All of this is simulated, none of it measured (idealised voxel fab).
process module | voxel self aligned vias
cross-section cut | 140 nm wide | cells 5 nm
A cross-section is a grid of square cells, given in bands from the top down. A band is one or more rows of cells.
Each band's line starts with the height of the band's top and of its bottom, in nm. Then come its materials from left to right, each with its width in nm. One material with "throughout" fills the band from edge to edge. "air" is empty space.
Height 0 is the level under which the wafer as received is all one material. The lowest band goes on downwards, as in "0 down".
A width such as "30 to 40" changes by the same amount from each row of cells to the next, from the band's top row to its bottom row.
"no change" after a step means that no cell of the cross-section changed.
closed voids: empty space of 8 cells or more with no open way to the top, each as width x height at its distance from the left edge, in nm
after a step's settings: what the simulator itself notes on the step
overlay nm, on a step with a mask: how far to the right of its planned place the mask lay; to the left if negative
plan
1 op RECEIVE | material Si
2 op CONFORMAL_DEP | material SiO2 | thk nm 15
3 op CONFORMAL_DEP | material SiCN | thk nm 5
4 op DIRECTIONAL_DEP | material SiO2 | thk nm 30
5 op DIRECTIONAL_DEP | material aC | thk nm 10
6 op PATTERN | tone open | mask id LINES | material resist | width nm 25 | pitch nm 60 | thk nm 30 | overlay nm 0
7 op DIRECTIONAL_ETCH | etch materials aC | depth nm 10
8 op STRIP | etch materials resist
9 op DIRECTIONAL_ETCH | etch materials SiO2 | depth nm 30
10 op STRIP | etch materials aC
11 op CONFORMAL_DEP | material TiN | thk nm 5
12 op FILL_DEP | material W | thk nm 10
13 op CMP | height nm 50
14 op SELECTIVE_ETCH | etch materials W Ru TiN | depth nm 5
15 op FILL_DEP | material SiN | thk nm 10
16 op CMP | height nm 50
17 op DIRECTIONAL_DEP | material SiO2 | thk nm 20
18 op DIRECTIONAL_DEP | material aC | thk nm 15
19 op PATTERN | tone open | mask id VIAS | material resist | width nm 35 | thk nm 35 | overlay nm 0
20 op DIRECTIONAL_ETCH | etch materials aC | depth nm 15
21 op STRIP | etch materials resist
22 op DIRECTIONAL_ETCH | etch materials SiO2 | depth nm 20
23 op DIRECTIONAL_ETCH | etch materials SiN | depth nm 5
24 op STRIP | etch materials aC
25 op CONFORMAL_DEP | material TiN | thk nm 5
26 op FILL_DEP | material Ru | thk nm 10
27 op CMP | height nm 70
28 op CONFORMAL_DEP | material SiN | thk nm 5
first wafer, as planned
as received, after step 1
  0 down: Si throughout
  closed voids: none
after step 2
  15 to 0: SiO2 throughout
  below 0: unchanged
after step 3
  20 to 15: SiCN throughout
  below 15: unchanged
after step 4
  50 to 20: SiO2 throughout
  below 20: unchanged
after step 5
  60 to 50: aC throughout
  below 50: unchanged
after step 6
  90 to 60: resist 25 | air 25 | resist 35 | air 25 | resist 30
  below 60: unchanged
after step 7
  80 to 60: resist 25 | air 25 | resist 35 | air 25 | resist 30
  60 to 50: aC 25 | air 25 | aC 35 | air 25 | aC 30
  below 50: unchanged
after step 8
  60 to 50: aC 25 | air 25 | aC 35 | air 25 | aC 30
  below 50: unchanged
after step 9
  60 to 50: aC 25 | air 25 | aC 35 | air 25 | aC 30
  50 to 20: SiO2 25 | air 25 | SiO2 35 | air 25 | SiO2 30
  below 20: unchanged
after step 10
  50 to 20: SiO2 25 | air 25 | SiO2 35 | air 25 | SiO2 30
  below 20: unchanged
after step 11
  55 to 50: TiN 30 | air 15 | TiN 45 | air 15 | TiN 35
  50 to 25: SiO2 25 | TiN 5 | air 15 | TiN 5 | SiO2 35 | TiN 5 | air 15 | TiN 5 | SiO2 30
  25 to 20: SiO2 25 | TiN 25 | SiO2 35 | TiN 25 | SiO2 30
  below 20: unchanged
after step 12
  65 to 55: W throughout
  55 to 50: TiN 30 | W 15 | TiN 45 | W 15 | TiN 35
  50 to 25: SiO2 25 | TiN 5 | W 15 | TiN 5 | SiO2 35 | TiN 5 | W 15 | TiN 5 | SiO2 30
  below 25: unchanged
after step 13
  50 to 25: SiO2 25 | TiN 5 | W 15 | TiN 5 | SiO2 35 | TiN 5 | W 15 | TiN 5 | SiO2 30
  below 25: unchanged
after step 14
  50 to 45: SiO2 25 | air 25 | SiO2 35 | air 25 | SiO2 30
  below 45: unchanged
after step 15
  60 to 50: SiN throughout
  50 to 45: SiO2 25 | SiN 25 | SiO2 35 | SiN 25 | SiO2 30
  below 45: unchanged
after step 16
  50 to 45: SiO2 25 | SiN 25 | SiO2 35 | SiN 25 | SiO2 30
  below 45: unchanged
after step 17
  70 to 50: SiO2 throughout
  below 50: unchanged
after step 18
  85 to 70: aC throughout
  below 70: unchanged
after step 19
  120 to 85: resist 20 | air 35 | resist 85
  below 85: unchanged
after step 20
  105 to 85: resist 20 | air 35 | resist 85
  85 to 70: aC 20 | air 35 | aC 85
  below 70: unchanged
after step 21
  85 to 70: aC 20 | air 35 | aC 85
  below 70: unchanged
after step 22
  85 to 70: aC 20 | air 35 | aC 85
  70 to 50: SiO2 20 | air 35 | SiO2 85
  below 50: unchanged
after step 23
  85 to 70: aC 20 | air 35 | aC 85
  70 to 50: SiO2 20 | air 35 | SiO2 85
  50 to 45: SiO2 25 | air 25 | SiO2 35 | SiN 25 | SiO2 30
  below 45: unchanged
after step 24
  70 to 50: SiO2 20 | air 35 | SiO2 85
  below 50: unchanged
after step 25
  75 to 70: TiN 25 | air 25 | TiN 90
  70 to 55: SiO2 20 | TiN 5 | air 25 | TiN 5 | SiO2 85
  55 to 50: SiO2 20 | TiN 10 | air 15 | TiN 10 | SiO2 85
  50 to 45: SiO2 25 | TiN 25 | SiO2 35 | SiN 25 | SiO2 30
  below 45: unchanged
after step 26
  85 to 75: Ru throughout
  75 to 70: TiN 25 | Ru 25 | TiN 90
  70 to 55: SiO2 20 | TiN 5 | Ru 25 | TiN 5 | SiO2 85
  55 to 50: SiO2 20 | TiN 10 | Ru 15 | TiN 10 | SiO2 85
  below 50: unchanged
after step 27
  70 to 55: SiO2 20 | TiN 5 | Ru 25 | TiN 5 | SiO2 85
  below 55: unchanged
after step 28
  75 to 70: SiN throughout
  below 70: unchanged
second wafer: like start, like plan, one mistake. Through step 2 it matches the first wafer
when step 3 should have ended
  45 to 0: SiO2 throughout
  below 0: unchanged
when step 4 should have ended
  50 to 45: SiCN throughout
  below 45: unchanged
when step 5 should have ended
  60 to 50: aC throughout
  below 50: unchanged
when step 6 should have ended
  90 to 60: resist 25 | air 25 | resist 35 | air 25 | resist 30
  below 60: unchanged
when step 7 should have ended
  80 to 60: resist 25 | air 25 | resist 35 | air 25 | resist 30
  60 to 50: aC 25 | air 25 | aC 35 | air 25 | aC 30
  below 50: unchanged
when step 8 should have ended
  60 to 50: aC 25 | air 25 | aC 35 | air 25 | aC 30
  below 50: unchanged
when step 9 should have ended: no change
when step 10 should have ended
  50 to 45: SiCN throughout
  below 45: unchanged
when step 11 should have ended
  55 to 50: TiN throughout
  below 50: unchanged
when step 12 should have ended
  65 to 55: W throughout
  below 55: unchanged
when step 13 should have ended
  50 to 45: SiCN throughout
  below 45: unchanged
when step 14 should have ended: no change
when step 15 should have ended
  60 to 50: SiN throughout
  below 50: unchanged
when step 16 should have ended
  50 to 45: SiCN throughout
  below 45: unchanged
when step 17 should have ended
  70 to 50: SiO2 throughout
  below 50: unchanged
when step 18 should have ended
  85 to 70: aC throughout
  below 70: unchanged
when step 19 should have ended
  120 to 85: resist 20 | air 35 | resist 85
  below 85: unchanged
when step 20 should have ended
  105 to 85: resist 20 | air 35 | resist 85
  85 to 70: aC 20 | air 35 | aC 85
  below 70: unchanged
when step 21 should have ended
  85 to 70: aC 20 | air 35 | aC 85
  below 70: unchanged
when step 22 should have ended
  85 to 70: aC 20 | air 35 | aC 85
  70 to 50: SiO2 20 | air 35 | SiO2 85
  below 50: unchanged
when step 23 should have ended: no change
when step 24 should have ended
  70 to 50: SiO2 20 | air 35 | SiO2 85
  below 50: unchanged
when step 25 should have ended
  75 to 70: TiN 25 | air 25 | TiN 90
  70 to 55: SiO2 20 | TiN 5 | air 25 | TiN 5 | SiO2 85
  55 to 50: SiO2 20 | TiN 35 | SiO2 85
  below 50: unchanged
when step 26 should have ended
  85 to 75: Ru throughout
  75 to 70: TiN 25 | Ru 25 | TiN 90
  70 to 55: SiO2 20 | TiN 5 | Ru 25 | TiN 5 | SiO2 85
  below 55: unchanged
when step 27 should have ended
  70 to 55: SiO2 20 | TiN 5 | Ru 25 | TiN 5 | SiO2 85
  below 55: unchanged
when step 28 should have ended
  75 to 70: SiN throughout
  below 70: unchanged
what went wrong: steps 3 and 4 were swapped
at the end the second wafer has, in cells: 3 fewer of Ru | 5 fewer of SiN | 60 more of SiO2 | 28 fewer of TiN | 24 fewer of W
